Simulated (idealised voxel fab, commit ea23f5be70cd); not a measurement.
The document below concerns the process module designated voxel trench capacitor.
The cross-section shown here is cut; it is 280 nm wide and divided into square cells measuring 5 nm on a side.
A cross-section in this document is a grid of square cells, and it is written down as bands, the top band listed before the ones below it; a band is made up of one or more rows of cells. A band entry consists of two parts. The first gives the height of the band's top and the height of its bottom, in nm. The rest lists the band's materials from left to right, each with its width in nm. A single material labelled with the word "full width" fills the band from edge to edge, and the word "blank" marks empty space. Heights are measured from 0, the level below which the as-received wafer is all one material; the lowest band has no bottom and continues downward, written as in "0..down". The two numbers in a width such as "30->40" mark its ends across the band: the first belongs to the top row of cells, the second to the bottom row, and from each row to the next the width moves by the same amount. Given "nothing was modified" for a step, no cell of the cross-section differs between before and after that step. For the entry "Sealed internal voids", the listed items are empty spaces with no open way to the top whose size is 8 cells or more; each item follows the pattern width x height at distance, where distance is from the left edge and all three are in nm. Anything after a step's settings on that line? It's the simulator's own note about the step. The line of a step may include "overlay nm". On a step with a mask, this value is how far to the right of its planned place the mask lay. A negative value means the mask lay to the left.

**The steps planned for the process are as follows**
1 op RECEIVE | material Si
2 op CONFORMAL_DEP | material SiN | thk nm 10
3 op DIRECTIONAL_DEP | material aC | thk nm 15
4 op PATTERN | tone open | mask id TRENCH | material resist | width nm 30 | pitch nm 45 | thk nm 35 | overlay nm 0
5 op DIRECTIONAL_ETCH | etch materials aC | depth nm 15
6 op STRIP | etch materials resist
7 op DIRECTIONAL_ETCH | etch materials SiN | depth nm 10
8 op DIRECTIONAL_ETCH | etch materials Si | depth nm 30
9 op STRIP | etch materials aC
10 op CONFORMAL_DEP | material HfO2 | thk nm 5
11 op CONFORMAL_DEP | material TiN | thk nm 5
12 op FILL_DEP | material W | thk nm 10
13 op CMP | height nm 10

**As received (post step 1): cross-section**
0..down: Si full width
Sealed internal voids: none

**Cross-sectional view of the first of the two wafers upon completion of the module, processed in accordance with the plan**
10..0: SiN: 100; HfO2: 5; TiN: 5; W: 10; TiN: 5; HfO2: 5; SiN: 15; HfO2: 5; TiN: 5; W: 10; TiN: 5; HfO2: 5; SiN: 105
0..-20: Si: 100; HfO2: 5; TiN: 5; W: 10; TiN: 5; HfO2: 5; Si: 15; HfO2: 5; TiN: 5; W: 10; TiN: 5; HfO2: 5; Si: 105
-20..-25: Si: 100; HfO2: 5; TiN: 20; HfO2: 5; Si: 15; HfO2: 5; TiN: 20; HfO2: 5; Si: 105
-25..-30: Si: 100; HfO2: 30; Si: 15; HfO2: 30; Si: 105
-30..down: Si full width
Sealed internal voids: none

**Second wafer cross-section at end of module - shared start and plan with the first, one mistake in the run**
10..0: SiN: 105; HfO2: 5; TiN: 5; W: 5; TiN: 5; HfO2: 5; SiN: 20; HfO2: 5; TiN: 5; W: 5; TiN: 5; HfO2: 5; SiN: 105
0..-20: Si: 105; HfO2: 5; TiN: 5; W: 5; TiN: 5; HfO2: 5; Si: 20; HfO2: 5; TiN: 5; W: 5; TiN: 5; HfO2: 5; Si: 105
-20..-25: Si: 105; HfO2: 5; TiN: 15; HfO2: 5; Si: 20; HfO2: 5; TiN: 15; HfO2: 5; Si: 105
-25..-30: Si: 105; HfO2: 25; Si: 20; HfO2: 25; Si: 105
-30..down: Si full width
Sealed internal voids: none
What was the processing mistake? contrary to plan, step 4 was performed as op PATTERN | tone open | mask id TRENCH | material resist | width nm 25 | pitch nm 45 | thk nm 35 | overlay nm 0
It is noted that, at the conclusion of processing, the second wafer exhibits a higher or lower cell count for certain materials relative to the first: 2 fewer of HfO2 | 12 more of Si | 4 more of SiN | 2 fewer of TiN | 12 fewer of W
